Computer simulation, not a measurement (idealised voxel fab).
The name of this process module is voxel trench capacitor.
Pictured: cross-section cut, 215 nm wide, on a grid of 5 nm square cells.
Cross-section spec: square-cell grid; bands listed top down; each band is one or more rows. Top, bottom (nm), then materials left to right with widths (nm); lone material tagged "edge to edge" fills the whole band edge to edge; "empty" = empty space. Where do heights start? At 0: under that level the wafer as delivered is made of one material only. And the lowest band has no floor; it just carries on downward, as in "z 0 and below". Graded width ("30->40"): value in top row of band = first number; value in bottom row = second number; row-to-row change constant. The designation "no modification", where it is given for a processing step, indicates that no cell of the cross-section was altered in the course of that step. Closed void entries: empty space of 8 cells or more with no open way to the top, each as width x height at its distance from the left edge, in nm. Anything after a step's settings on that line? It's the simulator's own note about the step. Among the settings permitted on a step's line is "overlay nm"; applied to a step with a mask, it specifies the extent to which the mask lay to the right of its planned position, whereas a negative figure signifies a position to the left.
**Planned process steps**
| 1 | RECEIVE,material Si |
| 2 | CONFORMAL_DEP,material SiN,thk nm 10 |
| 3 | DIRECTIONAL_DEP,material aC,thk nm 15 |
| 4 | PATTERN,tone open,mask id TRENCH,material resist,width nm 30,pitch nm 50,thk nm 30,overlay nm 0 |
| 5 | DIRECTIONAL_ETCH,etch materials aC,depth nm 15 |
| 6 | STRIP,etch materials resist |
| 7 | DIRECTIONAL_ETCH,etch materials SiN,depth nm 10 |
| 8 | DIRECTIONAL_ETCH,etch materials Si,depth nm 35 |
| 9 | STRIP,etch materials aC |
| 10 | CONFORMAL_DEP,material HfO2,thk nm 5 |
| 11 | CONFORMAL_DEP,material TiN,thk nm 5 |
| 12 | FILL_DEP,material W,thk nm 10 |
| 13 | CMP,height nm 10 |
**So this is the incoming wafer in cross-section - it's already been through step 1**
  z 0 and below = Si edge to edge
  Closed void entries: none
**Below is the wafer in cross-section after the module was completed. It began from the starting point shown above and followed the plan shown above, except that one mistake was made while running it**
  z 10 to 0 = SiN: 15, then HfO2: 5, then TiN: 5, then W: 10, then TiN: 5, then HfO2: 5, then SiN: 20, then HfO2: 5, then TiN: 5, then W: 10, then TiN: 5, then HfO2: 5, then SiN: 20, then HfO2: 5, then TiN: 5, then W: 10, then TiN: 5, then HfO2: 5, then SiN: 20, then HfO2: 5, then TiN: 5, then W: 10, then TiN: 5, then HfO2: 5, then SiN: 20
  z 0 to -60 = Si: 15, then HfO2: 5, then TiN: 5, then W: 10, then TiN: 5, then HfO2: 5, then Si: 20, then HfO2: 5, then TiN: 5, then W: 10, then TiN: 5, then HfO2: 5, then Si: 20, then HfO2: 5, then TiN: 5, then W: 10, then TiN: 5, then HfO2: 5, then Si: 20, then HfO2: 5, then TiN: 5, then W: 10, then TiN: 5, then HfO2: 5, then Si: 20
  z -60 to -65 = Si: 15, then HfO2: 5, then TiN: 20, then HfO2: 5, then Si: 20, then HfO2: 5, then TiN: 20, then HfO2: 5, then Si: 20, then HfO2: 5, then TiN: 20, then HfO2: 5, then Si: 20, then HfO2: 5, then TiN: 20, then HfO2: 5, then Si: 20
  z -65 to -70 = Si: 15, then HfO2: 30, then Si: 20, then HfO2: 30, then Si: 20, then HfO2: 30, then Si: 20, then HfO2: 30, then Si: 20
  z -70 and below = Si edge to edge
  Closed void entries: none
Error vs. plan: the plan's step 8 ran twice
